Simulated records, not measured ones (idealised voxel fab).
Proc. module: voxel capacitor over wiring
Section cut is 280 nm wide and gridded with 5 nm square cells.
Throughout this document, each cross-section is represented as a grid of square cells and is presented as a sequence of bands enumerated from the top downward, where a band comprises one or more rows of cells. The entry gives the band's vertical extent as a top height and a bottom height in nm, then its horizontal make-up as materials from left to right, each with a width in nm. "blank" stands for empty space; a single material marked "throughout" fills the band edge to edge. The level at which height equals 0 is the one under which the wafer, as it arrives, is entirely one material. No lower edge exists for the bottom band, which continues downward and is notated as in "0 and below". Width spec "30 to 40" -> top row of cells at first value, bottom row at second value, equal per-row change in between. "changes: none" means the step left every cell of the cross-section as it was. Empty spaces without an open route to the top, at least 8 cells in extent, make up the entry "Sealed void listing"; each is given as width x height at distance, where the distance is measured from the left edge, and all are in nm. That trailing text on a step's line, after the settings, is the simulator's own remark on the step. Among the settings permitted on a step's line is "overlay nm"; applied to a step with a mask, it specifies the extent to which the mask lay to the right of its planned position, whereas a negative figure signifies a position to the left.

The process steps that were planned are listed below
- 1: RECEIVE with material Si
- 2: CONFORMAL_DEP with material SiO2, thk nm 10
- 3: CONFORMAL_DEP with material SiCN, thk nm 5
- 4: DIRECTIONAL_DEP with material lowk, thk nm 25
- 5: PATTERN with tone open, mask id METAL_1, material resist, width nm 25, pitch nm 90, thk nm 15, overlay nm 0
- 6: DIRECTIONAL_ETCH with etch materials lowk, depth nm 25
- 7: DIRECTIONAL_ETCH with etch materials SiCN, depth nm 5
- 8: STRIP with etch materials resist
- 9: CONFORMAL_DEP with material TiN, thk nm 5
- 10: FILL_DEP with material Cu, thk nm 10
- 11: CMP with height nm 40
- 12: CONFORMAL_DEP with material SiCN, thk nm 5
- 13: DIRECTIONAL_DEP with material SiO2, thk nm 15
- 14: DIRECTIONAL_DEP with material aC, thk nm 10
- 15: PATTERN with tone open, mask id PLUG_1, material resist, width nm 15, thk nm 30, overlay nm 0
- 16: DIRECTIONAL_ETCH with etch materials aC, depth nm 10
- 17: STRIP with etch materials resist
- 18: DIRECTIONAL_ETCH with etch materials SiO2, depth nm 15
- 19: DIRECTIONAL_ETCH with etch materials SiCN, depth nm 5
- 20: STRIP with etch materials aC
- 21: EPI with material Ru, thk nm 10
- 22: EPI with material Ru, thk nm 10
- 23: DIRECTIONAL_DEP with material TiN, thk nm 10
- 24: DIRECTIONAL_DEP with material HfO2, thk nm 5
- 25: DIRECTIONAL_DEP with material TiN, thk nm 10
- 26: MASKED_ETCH with tone cover, mask id UPPER_PLATE, width nm 70, etch materials TiN, depth nm 10, overlay nm 0
- 27: MASKED_ETCH with tone cover, mask id UPPER_PLATE, width nm 70, etch materials HfO2, depth nm 5, overlay nm 0
- 28: MASKED_ETCH with tone cover, mask id LOWER_PLATE, width nm 80, etch materials TiN, depth nm 10, overlay nm 0
- 29: FILL_DEP with material SiO2, thk nm 20
- 30: CMP with height nm 100
- 31: PATTERN with tone open, mask id PLUG_2, material resist, width nm 15, thk nm 20, overlay nm 0
- 32: DIRECTIONAL_ETCH with etch materials SiO2, depth nm 15
- 33: STRIP with etch materials resist
- 34: CONFORMAL_DEP with material TiN, thk nm 5
- 35: FILL_DEP with material Ru, thk nm 5
- 36: CMP with height nm 100
- 37: CONFORMAL_DEP with material SiN, thk nm 5

The cross-section here shows the wafer as received, i.e. in its state after step 1
> 0 and below  Si throughout
> Sealed void listing: none

End-of-module cross-section. Starting structure and process plan as above; one mistake made in running it
> 105 down to 100  SiN throughout
> 100 down to 90  100 of SiO2, 5 of TiN, 5 of Ru, 5 of TiN, 165 of SiO2
> 90 down to 85  100 of SiO2, 15 of TiN, 165 of SiO2
> 85 down to 75  105 of SiO2, 55 of TiN, 120 of SiO2
> 75 down to 70  90 of SiO2, 15 of TiN, 55 of HfO2, 120 of SiO2
> 70 down to 65  85 of SiO2, 80 of TiN, 115 of SiO2
> 65 down to 60  85 of SiO2, 5 of TiN, 15 of HfO2, 60 of TiN, 115 of SiO2
> 60 down to 50  90 of SiO2, 15 of TiN, 175 of SiO2
> 50 down to 45  90 of SiO2, 15 of Ru, 175 of SiO2
> 45 down to 40  90 of SiCN, 15 of Ru, 175 of SiCN
> 40 down to 15  80 of lowk, 5 of TiN, 15 of Cu, 5 of TiN, 65 of lowk, 5 of TiN, 15 of Cu, 5 of TiN, 85 of lowk
> 15 down to 10  80 of SiCN, 25 of TiN, 65 of SiCN, 25 of TiN, 85 of SiCN
> 10 down to 0  SiO2 throughout
> 0 and below  Si throughout
> Sealed void listing: none
What broke from the plan during processing? one of the identical steps 21 and 22 is absent from the process, and it is not possible to establish which
